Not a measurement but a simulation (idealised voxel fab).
The process module that follows is named voxel tone inversion.
It is cross-section cut that appears here, measuring 215 nm in width, its square cells being 5 nm in size.
Think of the cross-section as a grid of square cells. We describe it in bands, top to bottom, and each band covers one or more rows of those cells. Top height, bottom height, nm. Materials left to right, width each, nm. Single material + "throughout" = fills band edge to edge. "empty" = empty. Note: height 0 marks the level under which the wafer is uniformly one material as received. Lowest band unbounded below, written "0 and below". When a width is written as two numbers, as in "30 to 40", the first number is the width in the top row of cells of the band and the second is the width in its bottom row, and the width changes by the same amount from each row to the next. A step reported as "identical to before" is a step in which no cell of the cross-section changed. Entry "Catalogued sealed voids" = empty spaces >= 8 cells with no open way to the top; each as width x height at distance, distance from left edge, all nm. On a step's line, text after the settings is the simulator commenting on that step. If you see "overlay nm" on a step's line and that step has a mask, it's telling you how far right of where it was planned the mask ended up; a negative number means it went left instead.

# Steps in the process plan
| 1 | RECEIVE: material Si |
| 2 | CONFORMAL_DEP: material SiN, thk nm 5 |
| 3 | DIRECTIONAL_DEP: material aC, thk nm 15 |
| 4 | PATTERN: tone cover, mask id POSTS, material resist, width nm 20, pitch nm 50, thk nm 20, overlay nm 0 |
| 5 | DIRECTIONAL_ETCH: etch materials aC, depth nm 15 |
| 6 | STRIP: etch materials resist |
| 7 | FILL_DEP: material lowk, thk nm 5 |
| 8 | CMP: height nm 20 |
| 9 | STRIP: etch materials aC |

# First of two wafers: run as planned

# Step 1 complete: cross-section of the wafer as received
	0 and below  Si throughout
	Catalogued sealed voids: none

# The wafer, seen in cross-section, after step 2
	5 down to 0  SiN throughout
	Heights below 0 show no change.

# The wafer, seen in cross-section, after step 3
	20 down to 5  aC throughout
	Heights below 5 show no change.

# The wafer, seen in cross-section, after step 4
	40 down to 20  empty 20 nm; resist 20 nm; empty 30 nm; resist 20 nm; empty 30 nm; resist 20 nm; empty 30 nm; resist 20 nm; empty 25 nm
	Heights below 20 show no change.

# The wafer, seen in cross-section, after step 5
	25 down to 20  empty 20 nm; resist 20 nm; empty 30 nm; resist 20 nm; empty 30 nm; resist 20 nm; empty 30 nm; resist 20 nm; empty 25 nm
	20 down to 5  empty 20 nm; aC 20 nm; empty 30 nm; aC 20 nm; empty 30 nm; aC 20 nm; empty 30 nm; aC 20 nm; empty 25 nm
	Heights below 5 show no change.

# The wafer, seen in cross-section, after step 6
	20 down to 5  empty 20 nm; aC 20 nm; empty 30 nm; aC 20 nm; empty 30 nm; aC 20 nm; empty 30 nm; aC 20 nm; empty 25 nm
	Heights below 5 show no change.

# The wafer, seen in cross-section, after step 7
	25 down to 20  lowk throughout
	20 down to 5  lowk 20 nm; aC 20 nm; lowk 30 nm; aC 20 nm; lowk 30 nm; aC 20 nm; lowk 30 nm; aC 20 nm; lowk 25 nm
	Heights below 5 show no change.

# The wafer, seen in cross-section, after step 8
	20 down to 5  lowk 20 nm; aC 20 nm; lowk 30 nm; aC 20 nm; lowk 30 nm; aC 20 nm; lowk 30 nm; aC 20 nm; lowk 25 nm
	Heights below 5 show no change.

# The wafer, seen in cross-section, after step 9
	20 down to 5  lowk 20 nm; empty 20 nm; lowk 30 nm; empty 20 nm; lowk 30 nm; empty 20 nm; lowk 30 nm; empty 20 nm; lowk 25 nm
	Heights below 5 show no change.

# The second wafer was prepared from the same starting point and under the same plan as the first; its processing contained one mistake, and it remains indistinguishable from the first wafer up to and including step 1

Cross-section of the second wafer when, according to plan, step 2 should have finished: identical to before

# Cross-section of the second wafer when, according to plan, step 3 should have finished
	15 down to 0  aC throughout
	Heights below 0 show no change.

# Cross-section of the second wafer when, according to plan, step 4 should have finished
	35 down to 15  empty 20 nm; resist 20 nm; empty 30 nm; resist 20 nm; empty 30 nm; resist 20 nm; empty 30 nm; resist 20 nm; empty 25 nm
	Heights below 15 show no change.

# Cross-section of the second wafer when, according to plan, step 5 should have finished
	20 down to 15  empty 20 nm; resist 20 nm; empty 30 nm; resist 20 nm; empty 30 nm; resist 20 nm; empty 30 nm; resist 20 nm; empty 25 nm
	15 down to 0  empty 20 nm; aC 20 nm; empty 30 nm; aC 20 nm; empty 30 nm; aC 20 nm; empty 30 nm; aC 20 nm; empty 25 nm
	Heights below 0 show no change.

# Cross-section of the second wafer when, according to plan, step 6 should have finished
	15 down to 0  empty 20 nm; aC 20 nm; empty 30 nm; aC 20 nm; empty 30 nm; aC 20 nm; empty 30 nm; aC 20 nm; empty 25 nm
	Heights below 0 show no change.

# Cross-section of the second wafer when, according to plan, step 7 should have finished
	20 down to 15  lowk throughout
	15 down to 0  lowk 20 nm; aC 20 nm; lowk 30 nm; aC 20 nm; lowk 30 nm; aC 20 nm; lowk 30 nm; aC 20 nm; lowk 25 nm
	Heights below 0 show no change.

Cross-section of the second wafer when, according to plan, step 8 should have finished: identical to before

Cross-section of the second wafer when, according to plan, step 9 should have finished: identical to before
Heads up, the wafer didn't run the way we planned it: no execution of plan step 2; skipped
End of process, cell counts, second wafer against first, materials with more or fewer: 43 fewer of SiN; 48 more of aC; 43 more of lowk
